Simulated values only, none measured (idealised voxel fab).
Module name: voxel capacitor over wiring (process module)
Square cells of 5 nm make up the cross-section cut, whose width is 290 nm.
If you're reading a cross-section in this doc, picture square cells in a grid; it comes to you as bands, top ones listed first down to the bottom, and a band can be one or more rows of cells.
First you get the band's top height and its bottom height, in nm, and then the materials it's made of, left to right, with each width in nm. If you see a single material with "throughout", that one covers the band edge to edge. "empty" is empty space.
Ref level 0: as-received wafer is one material below here. Bottom band extends down with no lower bound ("0 -> down").
So if you see something like "30..40" for the width, read it as the top row of the band sitting at the first number and the bottom row at the second, with every row in between moving by the same amount as the last.
For the purposes of this document, the phrase "no alteration" attached to a step denotes that no cell within the cross-section was modified by that step.
Closed-off voids of 8+ cells (no open route to the top) go in "Closed cavities", written width x height at distance from the left edge, in nm.
Heads up: the bit after the settings on a step's line is the simulator's remark on that step.
overlay nm: where the mask lay relative to plan, measured to the right, on steps with a mask; negatives go left.
Planned process steps:
| 1 | RECEIVE | material Si |
| 2 | CONFORMAL_DEP | material SiO2 | thk nm 15 |
| 3 | DIRECTIONAL_DEP | material TiN | thk nm 5 |
| 4 | DIRECTIONAL_DEP | material W | thk nm 25 |
| 5 | DIRECTIONAL_DEP | material aC | thk nm 15 |
| 6 | PATTERN | tone cover | mask id METAL_1 | material resist | width nm 20 | pitch nm 90 | thk nm 30 | overlay nm 0 |
| 7 | DIRECTIONAL_ETCH | etch materials aC | depth nm 15 |
| 8 | STRIP | etch materials resist |
| 9 | DIRECTIONAL_ETCH | etch materials W | depth nm 25 |
| 10 | DIRECTIONAL_ETCH | etch materials TiN | depth nm 5 |
| 11 | STRIP | etch materials aC |
| 12 | FILL_DEP | material SiO2 | thk nm 5 |
| 13 | CMP | height nm 45 |
| 14 | CONFORMAL_DEP | material SiCN | thk nm 5 |
| 15 | DIRECTIONAL_DEP | material lowk | thk nm 20 |
| 16 | MASKED_ETCH | tone open | mask id PLUG_1 | width nm 15 | etch materials lowk | depth nm 20 | overlay nm 0 |
| 17 | MASKED_ETCH | tone open | mask id PLUG_1 | width nm 15 | etch materials SiCN | depth nm 5 | overlay nm 0 |
| 18 | CONFORMAL_DEP | material TiN | thk nm 5 |
| 19 | FILL_DEP | material W | thk nm 10 |
| 20 | CMP | height nm 70 |
| 21 | DIRECTIONAL_DEP | material TiN | thk nm 10 |
| 22 | DIRECTIONAL_DEP | material Al2O3 | thk nm 5 |
| 23 | DIRECTIONAL_DEP | material TiN | thk nm 10 |
| 24 | DIRECTIONAL_DEP | material aC | thk nm 15 |
| 25 | PATTERN | tone cover | mask id UPPER_PLATE | material resist | width nm 65 | thk nm 35 | overlay nm 0 |
| 26 | DIRECTIONAL_ETCH | etch materials aC | depth nm 15 |
| 27 | STRIP | etch materials resist |
| 28 | DIRECTIONAL_ETCH | etch materials TiN | depth nm 10 |
| 29 | DIRECTIONAL_ETCH | etch materials Al2O3 | depth nm 5 |
| 30 | STRIP | etch materials aC |
| 31 | PATTERN | tone cover | mask id LOWER_PLATE | material resist | width nm 75 | thk nm 15 | overlay nm 0 |
| 32 | DIRECTIONAL_ETCH | etch materials TiN | depth nm 10 |
| 33 | STRIP | etch materials resist |
| 34 | FILL_DEP | material SiO2 | thk nm 15 |
| 35 | CMP | height nm 105 |
| 36 | MASKED_ETCH | tone open | mask id PLUG_2 | width nm 15 | etch materials SiO2 | depth nm 10 | overlay nm 0 |
| 37 | CONFORMAL_DEP | material TiN | thk nm 5 |
| 38 | FILL_DEP | material Cu | thk nm 5 |
| 39 | CMP | height nm 105 |
| 40 | CONFORMAL_DEP | material SiCN | thk nm 5 |
Across this set of wafers, the varied parameter is the width nm of step 6. Starting conditions are identical for every wafer, and the plan reports the value assigned to the first wafer.
First wafer as received, after step 1:
> 0 -> down = Si throughout
> Closed cavities: none
Row per wafer, end-of-module: cell gain (+)/loss (-) by material since the wafer came in, then closed voids:
width nm 20, +13 Al2O3, +1 Cu, +113 SiCN, +805 SiO2, +80 TiN, +44 W, +220 lowk, Closed cavities: none
width nm 25, +13 Al2O3, +1 Cu, +113 SiCN, +793 SiO2, +82 TiN, +54 W, +220 lowk, Closed cavities: none
width nm 30, +13 Al2O3, +1 Cu, +113 SiCN, +781 SiO2, +84 TiN, +64 W, +220 lowk, Closed cavities: none
width nm 35, +13 Al2O3, +1 Cu, +113 SiCN, +769 SiO2, +86 TiN, +74 W, +220 lowk, Closed cavities: none
width nm 40, +13 Al2O3, +1 Cu, +113 SiCN, +757 SiO2, +88 TiN, +84 W, +220 lowk, Closed cavities: none
width nm 45, +13 Al2O3, +1 Cu, +113 SiCN, +745 SiO2, +90 TiN, +94 W, +220 lowk, Closed cavities: none
